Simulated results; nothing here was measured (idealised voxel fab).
process module | voxel plated lines
cross-section cut | 140 nm wide | cells 5 nm
A cross-section is a grid of square cells, given in bands from the top down. A band is one or more rows of cells.
Each band's line starts with the height of the band's top and of its bottom, in nm. Then come its materials from left to right, each with its width in nm. One material with "throughout" fills the band from edge to edge. "air" is empty space.
Height 0 is the level under which the wafer as received is all one material. The lowest band goes on downwards, as in "0 down".
A width such as "30 to 40" changes by the same amount from each row of cells to the next, from the band's top row to its bottom row.
"no change" after a step means that no cell of the cross-section changed.
closed voids: empty space of 8 cells or more with no open way to the top, each as width x height at its distance from the left edge, in nm
after a step's settings: what the simulator itself notes on the step
overlay nm, on a step with a mask: how far to the right of its planned place the mask lay; to the left if negative
plan
1 op RECEIVE | material Si
2 op CONFORMAL_DEP | material Al2O3 | thk nm 5
3 op DIRECTIONAL_DEP | material TiN | thk nm 5
4 op PATTERN | tone open | mask id LINES | material resist | width nm 20 | pitch nm 35 | thk nm 15 | overlay nm 0
5 op EPI | material Ru | thk nm 5
6 op STRIP | etch materials resist
7 op DIRECTIONAL_ETCH | etch materials TiN | depth nm 5
8 op CONFORMAL_DEP | material SiCN | thk nm 10
as received, after step 1
  0 down: Si throughout
  closed voids: none
first wafer at the end, as planned
  25 to 15: air 15 | SiCN 110 | air 15
  15 to 10: SiCN 25 | Ru 20 | SiCN 15 | Ru 20 | SiCN 15 | Ru 20 | SiCN 25
  10 to 5: SiCN 25 | TiN 20 | SiCN 15 | TiN 20 | SiCN 15 | TiN 20 | SiCN 25
  5 to 0: Al2O3 throughout
  0 down: Si throughout
  closed voids: none
second wafer at the end: like start, like plan, one mistake
  25 to 15: air 15 | Ru 110 | air 15
  15 to 10: Ru throughout
  10 to 5: Ru 25 | TiN 20 | Ru 15 | TiN 20 | Ru 15 | TiN 20 | Ru 25
  5 to 0: Al2O3 throughout
  0 down: Si throughout
  closed voids: none
what went wrong: step 8 ran as: op CONFORMAL_DEP | material Ru | thk nm 10
at the end the second wafer has, in cells: 76 more of Ru | 76 fewer of SiCN
